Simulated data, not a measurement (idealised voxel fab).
The following process module bears the name voxel capacitor over wiring.
The figure presents cross-section cut, which has a width of 275 nm and is divided into square cells with an edge length of 5 nm.
Cross-section, as written here: a square-cell grid given band by band from the top down, where a band holds one or more rows of cells.
Band: top and bottom heights (nm) first, top before bottom; then materials from left to right, widths in nm. "everywhere" marks a sole material filling the band edge to edge. "air" denotes empty space.
Counting heights begins at 0, where everything beneath is, in the wafer as received, one material. The lowest band has no bottom; it goes on downwards, as "z 0 and below" shows.
Width "30->40": first value at the band's top row of cells, second value at its bottom row, equal change from row to row.
"everything unchanged" -> step changed no cross-section cell.
The entry "Trapped void list" lists the empty spaces that cover at least 8 cells and have no open path to the top. Each is written as width x height at distance, where the distance is measured from the left edge and all three values are in nm.
If you see something after the settings on a step's line, that's the simulator's own remark about that step.
Steps that use a mask can have "overlay nm" on their line. It says how far the mask sat to the right of where it was meant to be. Negative means to the left.

Planned process steps
step 1: op RECEIVE | material Si
step 2: op CONFORMAL_DEP | material SiO2 | thk nm 15
step 3: op DIRECTIONAL_DEP | material TiN | thk nm 5
step 4: op DIRECTIONAL_DEP | material W | thk nm 15
step 5: op MASKED_ETCH | tone cover | mask id METAL_1 | width nm 30 | pitch nm 100 | etch materials W | depth nm 15 | overlay nm 0
step 6: op MASKED_ETCH | tone cover | mask id METAL_1 | width nm 30 | pitch nm 100 | etch materials TiN | depth nm 5 | overlay nm 0
step 7: op FILL_DEP | material SiO2 | thk nm 10
step 8: op CMP | height nm 35
step 9: op CONFORMAL_DEP | material SiCN | thk nm 5
step 10: op DIRECTIONAL_DEP | material lowk | thk nm 10
step 11: op PATTERN | tone open | mask id PLUG_1 | material resist | width nm 15 | thk nm 15 | overlay nm 0
step 12: op DIRECTIONAL_ETCH | etch materials lowk | depth nm 10
step 13: op DIRECTIONAL_ETCH | etch materials SiCN | depth nm 5
step 14: op STRIP | etch materials resist
step 15: op EPI | material Ru | thk nm 10
step 16: op EPI | material Ru | thk nm 5
step 17: op DIRECTIONAL_DEP | material TiN | thk nm 10
step 18: op DIRECTIONAL_DEP | material SiN | thk nm 5
step 19: op DIRECTIONAL_DEP | material TiN | thk nm 5
step 20: op DIRECTIONAL_DEP | material aC | thk nm 10
step 21: op PATTERN | tone cover | mask id UPPER_PLATE | material resist | width nm 75 | thk nm 25 | overlay nm 0
step 22: op DIRECTIONAL_ETCH | etch materials aC | depth nm 10
step 23: op STRIP | etch materials resist
step 24: op DIRECTIONAL_ETCH | etch materials TiN | depth nm 5
step 25: op DIRECTIONAL_ETCH | etch materials SiN | depth nm 5
step 26: op STRIP | etch materials aC
step 27: op MASKED_ETCH | tone cover | mask id LOWER_PLATE | width nm 85 | etch materials TiN | depth nm 10 | overlay nm 0
step 28: op FILL_DEP | material SiO2 | thk nm 20
step 29: op CMP | height nm 85
step 30: op MASKED_ETCH | tone open | mask id PLUG_2 | width nm 15 | etch materials SiO2 | depth nm 15 | overlay nm 0
step 31: op CONFORMAL_DEP | material TiN | thk nm 5
step 32: op FILL_DEP | material Ru | thk nm 5
step 33: op CMP | height nm 85
step 34: op CONFORMAL_DEP | material SiN | thk nm 5

Cross-section of the wafer at receipt, which is the condition after step 1
	z 0 and below: Si everywhere
	Trapped void list: none

Cross-section at module end, one run error; start and plan unchanged from above
	z 90 to 85: SiN everywhere
	z 85 to 75: 95 SiO2 | 5 TiN | 5 Ru | 5 TiN | 165 SiO2
	z 75 to 65: 95->85 SiO2 | 15->75 TiN | 165->115 SiO2
	z 65 to 60: 85 SiO2 | 75 SiN | 115 SiO2
	z 60 to 50: 80 SiO2 | 85 TiN | 110 SiO2
	z 50 to 40: 85 lowk | 15 Ru | 175 lowk
	z 40 to 35: 85 SiCN | 15 Ru | 175 SiCN
	z 35 to 20: 70 SiO2 | 30 W | 70 SiO2 | 30 W | 75 SiO2
	z 20 to 15: 65 SiO2 | 40 TiN | 60 SiO2 | 40 TiN | 70 SiO2
	z 15 to 0: SiO2 everywhere
	z 0 and below: Si everywhere
	Trapped void list: none
The mistake made against the process plan was this: it should be noted that step 6 was executed with settings other than those planned, the operation and settings actually applied being op MASKED_ETCH | tone cover | mask id METAL_1 | width nm 40 | pitch nm 100 | etch materials TiN | depth nm 5 | overlay nm 0
